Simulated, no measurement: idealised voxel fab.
Process module in this document: voxel released beams
The width of the displayed cross-section, cut, is 165 nm; its cells are square, with a size of 5 nm.
The cross-sections in this document take the form of a grid made of square cells. They are written out as bands, in order from top to bottom. Each band consists of one or more rows of cells. Top, bottom (nm), then materials left to right with widths (nm); lone material tagged "all across" fills the whole band edge to edge; "empty" = empty space. For the purposes of this specification, 0 denotes the height below which the wafer in its as-received condition is composed wholly of one material, and the lowermost band, lacking a lower limit, extends downward without end, as expressed in "top 0, no bottom". Width: "30->40" (first number = top row, second number = bottom row, same change from row to row of cells). "nothing changed" (step): cross-section cells unchanged, all of them. Any empty space of 8 cells or more lacking an open way to the top shows up in "Sealed void list" as width x height at distance, distance from the left edge, in nm. If you see something after the settings on a step's line, that's the simulator's own remark about that step. overlay nm: mask offset rightward from planned place, masked step; negative means leftward offset.

Process steps foreseen in the plan
1. RECEIVE, material Si
2. CONFORMAL_DEP, material SiN, thk nm 10
3. DIRECTIONAL_DEP, material SiO2, thk nm 15
4. PATTERN, tone open, mask id ANCHOR, material resist, width nm 40, thk nm 15, overlay nm -15
5. DIRECTIONAL_ETCH, etch materials SiO2, depth nm 15
6. STRIP, etch materials resist
7. CONFORMAL_DEP, material W, thk nm 15
8. DIRECTIONAL_DEP, material aC, thk nm 10
9. PATTERN, tone cover, mask id BEAM, material resist, width nm 110, thk nm 30, overlay nm 0
10. DIRECTIONAL_ETCH, etch materials aC, depth nm 10
11. STRIP, etch materials resist
12. DIRECTIONAL_ETCH, etch materials W, depth nm 15
13. STRIP, etch materials aC
14. STRIP, etch materials SiO2
The value of overlay nm given for step 4 in the plan refers to the first wafer; the wafers vary in this setting and are alike at the start.

The as-received cross-section of the first of several wafers corresponds to the state after step 1
* top 0, no bottom | Si all across
* Sealed void list: none

End of module, by wafer: material-by-material cell gain (+) or loss (-) since receipt, then closed voids
overlay nm -15; +66 SiN; +84 W; Sealed void list: none
overlay nm -10; +66 SiN; +84 W; Sealed void list: none
overlay nm -5; +66 SiN; +84 W; Sealed void list: none
overlay nm 0; +66 SiN; +84 W; Sealed void list: none
overlay nm 5; +66 SiN; +84 W; Sealed void list: none
overlay nm 10; +66 SiN; +84 W; Sealed void list: none
overlay nm 15; +66 SiN; +84 W; Sealed void list: none
